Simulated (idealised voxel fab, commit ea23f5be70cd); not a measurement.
The following is a process module called voxel capacitor over wiring.
Cross-section cut spans 225 nm and uses square cells 5 nm in size.
Cross-sections here: square-cell grids, written as top-down lists of bands, a band being one or more rows of cells.
First you get the band's top height and its bottom height, in nm, and then the materials it's made of, left to right, with each width in nm. If you see a single material with "full width", that one covers the band edge to edge. "air" is empty space.
For the purposes of this specification, 0 denotes the height below which the wafer in its as-received condition is composed wholly of one material, and the lowermost band, lacking a lower limit, extends downward without end, as expressed in "0 -> down".
A width given as "30 to 40" starts at the first number in the band's top row and ends at the second number in its bottom row, shifting by an equal amount at every step from row to row.
The designation "same as before", where it is given for a processing step, indicates that no cell of the cross-section was altered in the course of that step.
"Unvented voids": sealed empty spaces, 8 cells or more, no open way to top, listed width x height at distance, with distance from the left edge and width, height and distance in nm.
Where a step's line continues beyond its settings, the continuation is a remark by the simulator itself on that step.
overlay nm: how far to the right of its planned place the mask lay on this masked step (negative: to the left).

Set out below are the planned steps of the process
- 1: RECEIVE with material Si
- 2: CONFORMAL_DEP with material SiO2, thk nm 10
- 3: DIRECTIONAL_DEP with material TiN, thk nm 5
- 4: DIRECTIONAL_DEP with material W, thk nm 25
- 5: DIRECTIONAL_DEP with material aC, thk nm 15
- 6: PATTERN with tone cover, mask id METAL_1, material resist, width nm 20, pitch nm 90, thk nm 30, overlay nm 0
- 7: DIRECTIONAL_ETCH with etch materials aC, depth nm 15
- 8: STRIP with etch materials resist
- 9: DIRECTIONAL_ETCH with etch materials W, depth nm 25
- 10: DIRECTIONAL_ETCH with etch materials TiN, depth nm 5
- 11: STRIP with etch materials aC
- 12: FILL_DEP with material lowk, thk nm 5
- 13: CMP with height nm 40
- 14: CONFORMAL_DEP with material SiCN, thk nm 5
- 15: DIRECTIONAL_DEP with material SiO2, thk nm 15
- 16: DIRECTIONAL_DEP with material aC, thk nm 15
- 17: PATTERN with tone open, mask id PLUG_1, material resist, width nm 15, thk nm 35, overlay nm 0
- 18: DIRECTIONAL_ETCH with etch materials aC, depth nm 15
- 19: STRIP with etch materials resist
- 20: DIRECTIONAL_ETCH with etch materials SiO2, depth nm 15
- 21: DIRECTIONAL_ETCH with etch materials SiCN, depth nm 5
- 22: STRIP with etch materials aC
- 23: EPI with material Ru, thk nm 10
- 24: EPI with material Ru, thk nm 10
- 25: DIRECTIONAL_DEP with material TiN, thk nm 10
- 26: DIRECTIONAL_DEP with material Al2O3, thk nm 5
- 27: DIRECTIONAL_DEP with material TiN, thk nm 5
- 28: DIRECTIONAL_DEP with material aC, thk nm 15
- 29: PATTERN with tone cover, mask id UPPER_PLATE, material resist, width nm 75, thk nm 35, overlay nm 0
- 30: DIRECTIONAL_ETCH with etch materials aC, depth nm 15
- 31: STRIP with etch materials resist
- 32: DIRECTIONAL_ETCH with etch materials TiN, depth nm 5
- 33: DIRECTIONAL_ETCH with etch materials Al2O3, depth nm 5
- 34: STRIP with etch materials aC
- 35: PATTERN with tone cover, mask id LOWER_PLATE, material resist, width nm 85, thk nm 15, overlay nm 0
- 36: DIRECTIONAL_ETCH with etch materials TiN, depth nm 10
- 37: STRIP with etch materials resist
- 38: FILL_DEP with material SiO2, thk nm 15
- 39: CMP with height nm 90
- 40: MASKED_ETCH with tone open, mask id PLUG_2, width nm 15, etch materials SiO2, depth nm 10, overlay nm 0
- 41: CONFORMAL_DEP with material TiN, thk nm 5
- 42: FILL_DEP with material Ru, thk nm 5
- 43: CMP with height nm 90
- 44: CONFORMAL_DEP with material SiCN, thk nm 5

Step 1 complete: cross-section of the wafer as received
0 -> down: Si full width
Unvented voids: none

Looking at the first of two wafers in cross-section at end of module - ran to plan
95 -> 90: SiCN full width
90 -> 85: SiO2=70 / TiN=5 / Ru=5 / TiN=5 / SiO2=140
85 -> 75: SiO2=70 to 60 / TiN=15 to 75 / SiO2=140 to 90
75 -> 70: SiO2=60 / Al2O3=75 / SiO2=90
70 -> 60: SiO2=55 / TiN=85 / SiO2=85
60 -> 45: SiO2=60 / Ru=15 / SiO2=150
45 -> 40: SiCN=60 / Ru=15 / SiCN=150
40 -> 15: lowk=55 / W=20 / lowk=70 / W=20 / lowk=60
15 -> 10: lowk=55 / TiN=20 / lowk=70 / TiN=20 / lowk=60
10 -> 0: SiO2 full width
0 -> down: Si full width
Unvented voids: none

Here is the second of the two wafers cut open at the end of the module - same start, same plan as the first one, but we made one mistake running it
85 -> 80: SiCN full width
80 -> 75: SiO2=60 / TiN=75 / SiO2=90
75 -> 70: SiO2=60 / Al2O3=75 / SiO2=90
70 -> 60: SiO2=55 / TiN=85 / SiO2=85
60 -> 45: SiO2=60 / Ru=15 / SiO2=150
45 -> 40: SiCN=60 / Ru=15 / SiCN=150
40 -> 15: lowk=55 / W=20 / lowk=70 / W=20 / lowk=60
15 -> 10: lowk=55 / TiN=20 / lowk=70 / TiN=20 / lowk=60
10 -> 0: SiO2 full width
0 -> down: Si full width
Unvented voids: none
In executing the process, a mistake was made relative to the plan: step 43 ran as: CMP with height nm 80
Counted in cells at the end, the second wafer holds more or fewer of these materials than the first: 1 fewer of Ru, 84 fewer of SiO2, 5 fewer of TiN
